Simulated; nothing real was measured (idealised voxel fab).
Herein follows the process module entitled voxel fin reveal.
Cross-section cut spans 180 nm and uses square cells 5 nm in size.
If you're reading a cross-section in this doc, picture square cells in a grid; it comes to you as bands, top ones listed first down to the bottom, and a band can be one or more rows of cells. Top, bottom (nm), then materials left to right with widths (nm); lone material tagged "all across" fills the whole band edge to edge; "air" = empty space. Heights are expressed relative to 0, this being the level below which the as-received wafer comprises one material exclusively. The lowest band is unbounded in the downward direction and is denoted as in "0..down". A two-number width, for instance "30..40", indicates that the width is equal to the first number in the top row of the band and to the second number in the bottom row, and that it changes by a constant amount per row of cells. No cell of the cross-section changed in a step that is given as "all unchanged". Reported under the label "Sealed void inventory" are the empty spaces having no open way to the top and comprising 8 cells or more; the notation for each is width x height at distance, in which the distance is measured from the left edge and all three values are in nm. Anything after a step's settings on that line? It's the simulator's own note about the step. "overlay nm" answers the question of how far to the right of plan the mask lay on a step that has a mask, and when it is negative the answer is to the left.

**The steps planned for the process are as follows**
1,RECEIVE [material Si]
2,CONFORMAL_DEP [material SiN] [thk nm 10]
3,MASKED_ETCH [tone cover] [mask id FINS] [width nm 15] [pitch nm 40] [etch materials SiN] [depth nm 10] [overlay nm 0]
4,MASKED_ETCH [tone cover] [mask id FINS] [width nm 15] [pitch nm 40] [etch materials Si] [depth nm 35] [overlay nm 0]
5,OXIDIZE [depth nm 5]
6,FILL_DEP [material SiO2] [thk nm 5]
7,CMP [height nm 10]
8,SELECTIVE_ETCH [etch materials SiO2] [depth nm 25]
9,STRIP [etch materials SiN]
10,CONFORMAL_DEP [material HfO2] [thk nm 5]

**So, the first of our two wafers, run just as we planned it**

**Wafer at receipt (post step 1), cross-section**
    0..down = Si all across
    Sealed void inventory: none

**Upon completion of step 2, the wafer appears in cross-section as shown**
    10..0 = SiN all across
    Beneath the level 0, the cross-section is identical to its previous state.

**Upon completion of step 3, the wafer appears in cross-section as shown**
    10..0 = air: 60 | SiN: 15 | air: 25 | SiN: 15 | air: 65
    Beneath the level 0, the cross-section is identical to its previous state.

**Upon completion of step 4, the wafer appears in cross-section as shown**
    10..0 = air: 60 | SiN: 15 | air: 25 | SiN: 15 | air: 65
    0..-35 = air: 60 | Si: 15 | air: 25 | Si: 15 | air: 65
    Beneath the level -35, the cross-section is identical to its previous state.

**Upon completion of step 5, the wafer appears in cross-section as shown**
    10..0 = air: 60 | SiN: 15 | air: 25 | SiN: 15 | air: 65
    0..-35 = air: 60 | SiO2: 5 | Si: 5 | SiO2: 5 | air: 25 | SiO2: 5 | Si: 5 | SiO2: 5 | air: 65
    -35..-40 = SiO2: 65 | Si: 5 | SiO2: 35 | Si: 5 | SiO2: 70
    Beneath the level -40, the cross-section is identical to its previous state.

**Upon completion of step 6, the wafer appears in cross-section as shown**
    15..10 = SiO2 all across
    10..0 = SiO2: 60 | SiN: 15 | SiO2: 25 | SiN: 15 | SiO2: 65
    0..-40 = SiO2: 65 | Si: 5 | SiO2: 35 | Si: 5 | SiO2: 70
    Beneath the level -40, the cross-section is identical to its previous state.

**Upon completion of step 7, the wafer appears in cross-section as shown**
    10..0 = SiO2: 60 | SiN: 15 | SiO2: 25 | SiN: 15 | SiO2: 65
    Beneath the level 0, the cross-section is identical to its previous state.

**Upon completion of step 8, the wafer appears in cross-section as shown**
    10..0 = air: 60 | SiN: 15 | air: 25 | SiN: 15 | air: 65
    0..-15 = air: 65 | Si: 5 | air: 35 | Si: 5 | air: 70
    Beneath the level -15, the cross-section is identical to its previous state.

**Upon completion of step 9, the wafer appears in cross-section as shown**
    0..-15 = air: 65 | Si: 5 | air: 35 | Si: 5 | air: 70
    Beneath the level -15, the cross-section is identical to its previous state.

**Upon completion of step 10, the wafer appears in cross-section as shown**
    5..0 = air: 60 | HfO2: 15 | air: 25 | HfO2: 15 | air: 65
    0..-10 = air: 60 | HfO2: 5 | Si: 5 | HfO2: 5 | air: 25 | HfO2: 5 | Si: 5 | HfO2: 5 | air: 65
    -10..-15 = HfO2: 65 | Si: 5 | HfO2: 35 | Si: 5 | HfO2: 70
    Beneath the level -15, the cross-section is identical to its previous state.

**Second wafer. Start and plan as for the first. One mistake made in running. Agrees with the first up to and including step 3**

**Cross-sectional representation of the second wafer at the time designated in the plan for the completion of step 4**
    10..0 = air: 60 | SiN: 15 | air: 25 | SiN: 15 | air: 65
    0..-30 = air: 60 | Si: 15 | air: 25 | Si: 15 | air: 65
    Beneath the level -30, the cross-section is identical to its previous state.

**Cross-sectional representation of the second wafer at the time designated in the plan for the completion of step 5**
    10..0 = air: 60 | SiN: 15 | air: 25 | SiN: 15 | air: 65
    0..-30 = air: 60 | SiO2: 5 | Si: 5 | SiO2: 5 | air: 25 | SiO2: 5 | Si: 5 | SiO2: 5 | air: 65
    -30..-35 = SiO2: 65 | Si: 5 | SiO2: 35 | Si: 5 | SiO2: 70
    Beneath the level -35, the cross-section is identical to its previous state.

**Cross-sectional representation of the second wafer at the time designated in the plan for the completion of step 6**
    15..10 = SiO2 all across
    10..0 = SiO2: 60 | SiN: 15 | SiO2: 25 | SiN: 15 | SiO2: 65
    0..-35 = SiO2: 65 | Si: 5 | SiO2: 35 | Si: 5 | SiO2: 70
    Beneath the level -35, the cross-section is identical to its previous state.

**Cross-sectional representation of the second wafer at the time designated in the plan for the completion of step 7**
    10..0 = SiO2: 60 | SiN: 15 | SiO2: 25 | SiN: 15 | SiO2: 65
    Beneath the level 0, the cross-section is identical to its previous state.

**Cross-sectional representation of the second wafer at the time designated in the plan for the completion of step 8**
    10..0 = air: 60 | SiN: 15 | air: 25 | SiN: 15 | air: 65
    0..-15 = air: 65 | Si: 5 | air: 35 | Si: 5 | air: 70
    Beneath the level -15, the cross-section is identical to its previous state.

**Cross-sectional representation of the second wafer at the time designated in the plan for the completion of step 9**
    0..-15 = air: 65 | Si: 5 | air: 35 | Si: 5 | air: 70
    Beneath the level -15, the cross-section is identical to its previous state.

**Cross-sectional representation of the second wafer at the time designated in the plan for the completion of step 10**
    5..0 = air: 60 | HfO2: 15 | air: 25 | HfO2: 15 | air: 65
    0..-10 = air: 60 | HfO2: 5 | Si: 5 | HfO2: 5 | air: 25 | HfO2: 5 | Si: 5 | HfO2: 5 | air: 65
    -10..-15 = HfO2: 65 | Si: 5 | HfO2: 35 | Si: 5 | HfO2: 70
    Beneath the level -15, the cross-section is identical to its previous state.
Misprocessing identified: not per plan at step 4, really ran MASKED_ETCH [tone cover] [mask id FINS] [width nm 15] [pitch nm 40] [etch materials Si] [depth nm 30] [overlay nm 0]
Count the cells at the end and the second wafer has more or fewer of some materials than the first: 34 more of Si | 34 fewer of SiO2
